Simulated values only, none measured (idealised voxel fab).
Name of the process module below: voxel transistor to metal
Shown is cross-section cut, with a width of 170 nm and square cells of size 5 nm.
Think of the cross-section as a grid of square cells. We describe it in bands, top to bottom, and each band covers one or more rows of those cells. It is stipulated that each band's entry specify, in nanometres, the height of the top of the band and then that of its bottom, followed by the materials of the band in left-to-right sequence, each together with its width in nanometres. A single material marked by the word "throughout" is understood to fill the band from edge to edge; the word "air" is understood to denote empty space. Heights are measured from 0, the level below which the as-received wafer is all one material; the lowest band has no bottom and continues downward, written as in "0 -> down". Note: "30 to 40" means the width goes from the first number (top row of the band) to the second number (bottom row) in equal steps per row of cells. "identical to before" (step): cross-section cells unchanged, all of them. You'll see "Trapped cavities" listing empty spaces that have no way open to the top, as long as they're 8 cells or more; the notation is width x height at distance, where the distance is from the left edge, and all of it is in nm. Heads up: the bit after the settings on a step's line is the simulator's remark on that step. overlay nm: step with mask; distance mask lay right of planned place; negative value = left of planned place.

So here's the lineup of process steps we planned:
1,RECEIVE,material Si
2,OXIDIZE,depth nm 5
3,CONFORMAL_DEP,material SiN,thk nm 15
4,DIRECTIONAL_DEP,material aC,thk nm 15
5,PATTERN,tone cover,mask id ACTIVE,material resist,width nm 115,thk nm 30,overlay nm -10
6,DIRECTIONAL_ETCH,etch materials aC,depth nm 15
7,STRIP,etch materials resist
8,DIRECTIONAL_ETCH,etch materials SiN,depth nm 15
9,DIRECTIONAL_ETCH,etch materials SiO2,depth nm 5
10,DIRECTIONAL_ETCH,etch materials Si,depth nm 30
11,STRIP,etch materials aC
12,OXIDIZE,depth nm 5
13,FILL_DEP,material SiO2,thk nm 5
14,CMP,height nm 15
15,SELECTIVE_ETCH,etch materials SiO2,depth nm 10
16,STRIP,etch materials SiN
17,SELECTIVE_ETCH,etch materials SiO2,depth nm 5
18,OXIDIZE,depth nm 5
19,DIRECTIONAL_DEP,material polySi,thk nm 30
20,DIRECTIONAL_DEP,material SiCN,thk nm 10
21,DIRECTIONAL_DEP,material aC,thk nm 10
22,PATTERN,tone cover,mask id GATE,material resist,width nm 25,thk nm 30,overlay nm 0
23,DIRECTIONAL_ETCH,etch materials aC,depth nm 10
24,STRIP,etch materials resist
25,DIRECTIONAL_ETCH,etch materials SiCN,depth nm 20
26,DIRECTIONAL_ETCH,etch materials polySi,depth nm 40
27,STRIP,etch materials aC
28,CONFORMAL_DEP,material SiO2,thk nm 5
29,DIRECTIONAL_ETCH,etch materials SiO2,depth nm 5
30,CONFORMAL_DEP,material SiN,thk nm 5
31,DIRECTIONAL_ETCH,etch materials SiN,depth nm 5
32,DIRECTIONAL_ETCH,etch materials SiO2,depth nm 5
33,EPI,material nSi,thk nm 5
34,FILL_DEP,material SiO2,thk nm 5
35,CMP,height nm 35
36,DIRECTIONAL_DEP,material SiO2,thk nm 10
37,DIRECTIONAL_DEP,material aC,thk nm 10
38,PATTERN,tone open,mask id CONTACT,material resist,width nm 30,pitch nm 65,thk nm 30,overlay nm 0
39,DIRECTIONAL_ETCH,etch materials aC,depth nm 10
40,STRIP,etch materials resist
41,DIRECTIONAL_ETCH,etch materials SiO2,depth nm 50
42,STRIP,etch materials aC
43,CONFORMAL_DEP,material TiN,thk nm 5
44,FILL_DEP,material Ru,thk nm 10
45,CMP,height nm 45
46,DIRECTIONAL_DEP,material TiN,thk nm 5
47,DIRECTIONAL_DEP,material Ru,thk nm 20
48,MASKED_ETCH,tone cover,mask id METAL_1,width nm 15,pitch nm 80,etch materials Ru,depth nm 20,overlay nm 0
49,MASKED_ETCH,tone cover,mask id METAL_1,width nm 15,pitch nm 80,etch materials TiN,depth nm 5,overlay nm 0
50,FILL_DEP,material SiO2,thk nm 10
51,CMP,height nm 70
52,CONFORMAL_DEP,material SiCN,thk nm 5
53,DIRECTIONAL_DEP,material SiO2,thk nm 30
54,MASKED_ETCH,tone open,mask id METAL_2,width nm 15,pitch nm 80,etch materials SiO2,depth nm 15,overlay nm 0
55,DIRECTIONAL_DEP,material aC,thk nm 10
56,PATTERN,tone open,mask id METAL_2_HOLES,material resist,width nm 15,pitch nm 80,thk nm 25,overlay nm 0
57,DIRECTIONAL_ETCH,etch materials aC,depth nm 10
58,STRIP,etch materials resist
59,DIRECTIONAL_ETCH,etch materials SiO2,depth nm 15
60,DIRECTIONAL_ETCH,etch materials SiCN,depth nm 5
61,STRIP,etch materials aC
62,CONFORMAL_DEP,material TiN,thk nm 5
63,FILL_DEP,material Cu,thk nm 10
64,CMP,height nm 105
65,CONFORMAL_DEP,material SiN,thk nm 5
Don't read the plan's overlay nm for step 5 as applying to every wafer: that's the first wafer's value, and the wafers differ in it, though they all start identical.

This is how the first of several wafers looked in cross-section when it arrived, which is after step 1:
	0 -> down = Si throughout
	Trapped cavities: none

Each row below is a wafer at the end of the module, listing for every material the number of cells it has gained (+) or lost (-) since it was received, followed by its closed voids:
overlay nm -10, +12 Cu, +79 Ru, -146 Si, +38 SiCN, +52 SiN, +587 SiO2, +84 TiN, +12 nSi, +30 polySi, Trapped cavities: none
overlay nm -5, +12 Cu, +80 Ru, -146 Si, +38 SiCN, +52 SiN, +586 SiO2, +84 TiN, +12 nSi, +30 polySi, Trapped cavities: none
overlay nm 0, +12 Cu, +80 Ru, -146 Si, +38 SiCN, +52 SiN, +586 SiO2, +84 TiN, +12 nSi, +30 polySi, Trapped cavities: none
overlay nm 5, +12 Cu, +80 Ru, -146 Si, +38 SiCN, +52 SiN, +586 SiO2, +84 TiN, +12 nSi, +30 polySi, Trapped cavities: none
overlay nm 10, +12 Cu, +79 Ru, -146 Si, +38 SiCN, +52 SiN, +587 SiO2, +84 TiN, +12 nSi, +30 polySi, Trapped cavities: none
overlay nm 15, +12 Cu, +78 Ru, -146 Si, +38 SiCN, +52 SiN, +587 SiO2, +85 TiN, +12 nSi, +30 polySi, Trapped cavities: none
